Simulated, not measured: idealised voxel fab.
Documented hereafter: the process module known as voxel self aligned vias.
Pictured: cross-section cut, 265 nm wide, on a grid of 5 nm square cells.
When this document writes out a cross-section, it uses a grid of square cells and lists it as bands, beginning at the top and moving down, with a band standing for one or more rows of cells.
Within each band entry, the heights of the top and of the bottom of the band appear first, in that order and in nm; the materials of the band then follow from left to right, each with its corresponding width in nm. The designation "edge to edge" on a single material indicates that it fills the band from edge to edge; the designation "blank" indicates empty space.
Height 0 is the level under which the wafer as received is all one material. The lowest band goes on downwards, as in "0 nm and below".
A width given as "30 to 40" starts at the first number in the band's top row and ends at the second number in its bottom row, shifting by an equal amount at every step from row to row.
Basically "remains unaltered" means that step didn't change any cell in the cross-section.
Listed in "Closed cavity list": every empty space of 8 or more cells without an open way to the top. Form: width x height at distance, the distance being from the left edge, all in nm.
Note: text after step settings on the step line = simulator remark on that step.
The "overlay nm" setting may appear on a step's line; for a step that uses a mask, it gives how far to the right of its planned position the mask lay, and a negative value indicates the left.

# Planned step list for the process
step 1: RECEIVE,material Si
step 2: CONFORMAL_DEP,material SiO2,thk nm 10
step 3: CONFORMAL_DEP,material SiCN,thk nm 5
step 4: DIRECTIONAL_DEP,material lowk,thk nm 25
step 5: MASKED_ETCH,tone open,mask id LINES,width nm 25,pitch nm 65,etch materials lowk,depth nm 25,overlay nm 0
step 6: CONFORMAL_DEP,material TiN,thk nm 5
step 7: FILL_DEP,material W,thk nm 5
step 8: CMP,height nm 40
step 9: SELECTIVE_ETCH,etch materials W Ru TiN,depth nm 10
step 10: FILL_DEP,material SiN,thk nm 10
step 11: CMP,height nm 40
step 12: DIRECTIONAL_DEP,material lowk,thk nm 15
step 13: DIRECTIONAL_DEP,material aC,thk nm 15
step 14: PATTERN,tone open,mask id VIAS,material resist,width nm 35,pitch nm 130,thk nm 30,overlay nm 0
step 15: DIRECTIONAL_ETCH,etch materials aC,depth nm 15
step 16: STRIP,etch materials resist
step 17: DIRECTIONAL_ETCH,etch materials lowk,depth nm 15
step 18: DIRECTIONAL_ETCH,etch materials SiN,depth nm 10
step 19: STRIP,etch materials aC
step 20: CONFORMAL_DEP,material TiN,thk nm 5
step 21: FILL_DEP,material Cu,thk nm 5
step 22: CMP,height nm 55
step 23: CONFORMAL_DEP,material SiCN,thk nm 5

# Step 1 complete: cross-section of the wafer as received
    0 nm and below  Si edge to edge
    Closed cavity list: none

# Cross-section, end of module. Start: as above. Plan: as above. Execution: one mistake
    60 nm to 55 nm  SiCN edge to edge
    55 nm to 40 nm  lowk 50 nm, then TiN 5 nm, then Cu 25 nm, then TiN 5 nm, then lowk 95 nm, then TiN 5 nm, then Cu 25 nm, then TiN 5 nm, then lowk 50 nm
    40 nm to 35 nm  SiN 50 nm, then TiN 5 nm, then Cu 25 nm, then TiN 5 nm, then SiN 95 nm, then TiN 5 nm, then Cu 25 nm, then TiN 5 nm, then SiN 50 nm
    35 nm to 30 nm  SiN 50 nm, then TiN 35 nm, then SiN 95 nm, then TiN 35 nm, then SiN 50 nm
    30 nm to 10 nm  lowk 55 nm, then TiN 5 nm, then W 15 nm, then TiN 5 nm, then lowk 40 nm, then TiN 5 nm, then W 15 nm, then TiN 5 nm, then lowk 40 nm, then TiN 5 nm, then W 15 nm, then TiN 5 nm, then lowk 55 nm
    10 nm to 5 nm  lowk 55 nm, then TiN 25 nm, then lowk 40 nm, then TiN 25 nm, then lowk 40 nm, then TiN 25 nm, then lowk 55 nm
    5 nm to 0 nm  SiCN edge to edge
    0 nm and below  Si edge to edge
    Closed cavity list: none
What broke from the plan during processing? step 2 of the plan was omitted and not executed
